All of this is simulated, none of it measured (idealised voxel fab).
The name of this process module is voxel self aligned contacts.
This is section cut - it's 185 nm across, gridded in 5 nm square cells.
In this document a cross-section is written as a grid of square cells. It is given as a series of bands, listed from the top down, and a band is one or more rows of cells.
Each band's line starts with the height of the band's top and of its bottom, in nm. Then come its materials from left to right, each with its width in nm. One material with "edge to edge" fills the band from edge to edge. "blank" is empty space.
Heights are expressed relative to 0, this being the level below which the as-received wafer comprises one material exclusively. The lowest band is unbounded in the downward direction and is denoted as in "0..down".
Think of "30 to 40" as a width that walks from the first number to the second as you go down the band, top row to bottom row, taking equal-sized steps from row to row.
What does "same as before" mean for a step? It means no cell of the cross-section changed in that step.
Heads up: "Enclosed internal voids" only lists the empty pockets with no open path to the top that are 8 cells or more, and it writes them as width x height at distance, distance from the left edge, in nm.
It should be noted that, on the line of a given step, the content following the step's settings is a remark produced by the simulator itself with respect to that step.
overlay nm, on a step with a mask: how far to the right of its planned place the mask lay; to the left if negative
The process steps that were planned are listed below
1: RECEIVE: material Si
2: CONFORMAL_DEP: material SiO2, thk nm 5
3: DIRECTIONAL_DEP: material polySi, thk nm 20
4: DIRECTIONAL_DEP: material SiN, thk nm 15
5: PATTERN: tone cover, mask id GATE, material resist, width nm 30, pitch nm 60, thk nm 15, overlay nm 0
6: DIRECTIONAL_ETCH: etch materials SiN, depth nm 15
7: DIRECTIONAL_ETCH: etch materials polySi, depth nm 20
8: STRIP: etch materials resist
9: CONFORMAL_DEP: material SiN, thk nm 5
10: DIRECTIONAL_ETCH: etch materials SiN, depth nm 5
11: FILL_DEP: material SiO2, thk nm 15
12: CMP: height nm 45
13: MASKED_ETCH: tone open, mask id CONTACT, width nm 40, pitch nm 60, etch materials SiO2, depth nm 45, overlay nm 0
14: CONFORMAL_DEP: material TiN, thk nm 5
15: FILL_DEP: material W, thk nm 5
16: CMP: height nm 45
17: CONFORMAL_DEP: material SiCN, thk nm 5
Step 1 complete: cross-section of the wafer as received
- 0..down: Si edge to edge
- Enclosed internal voids: none
A wafer at the end: this start, this plan, one mistake
- 50..45: SiCN edge to edge
- 45..40: 40 nm SiO2  40 nm TiN  20 nm SiO2  40 nm TiN  45 nm SiO2
- 40..25: 20 nm SiN  20 nm SiO2  40 nm SiN  20 nm SiO2  40 nm SiN  20 nm SiO2  25 nm SiN
- 25..5: 15 nm polySi  5 nm SiN  20 nm SiO2  5 nm SiN  30 nm polySi  5 nm SiN  20 nm SiO2  5 nm SiN  30 nm polySi  5 nm SiN  20 nm SiO2  5 nm SiN  20 nm polySi
- 5..0: SiO2 edge to edge
- 0..down: Si edge to edge
- Enclosed internal voids: none
what went wrong: for step 5, the planned setting was not used; the step was instead run as PATTERN: tone open, mask id GATE, material resist, width nm 30, pitch nm 60, thk nm 15, overlay nm 0
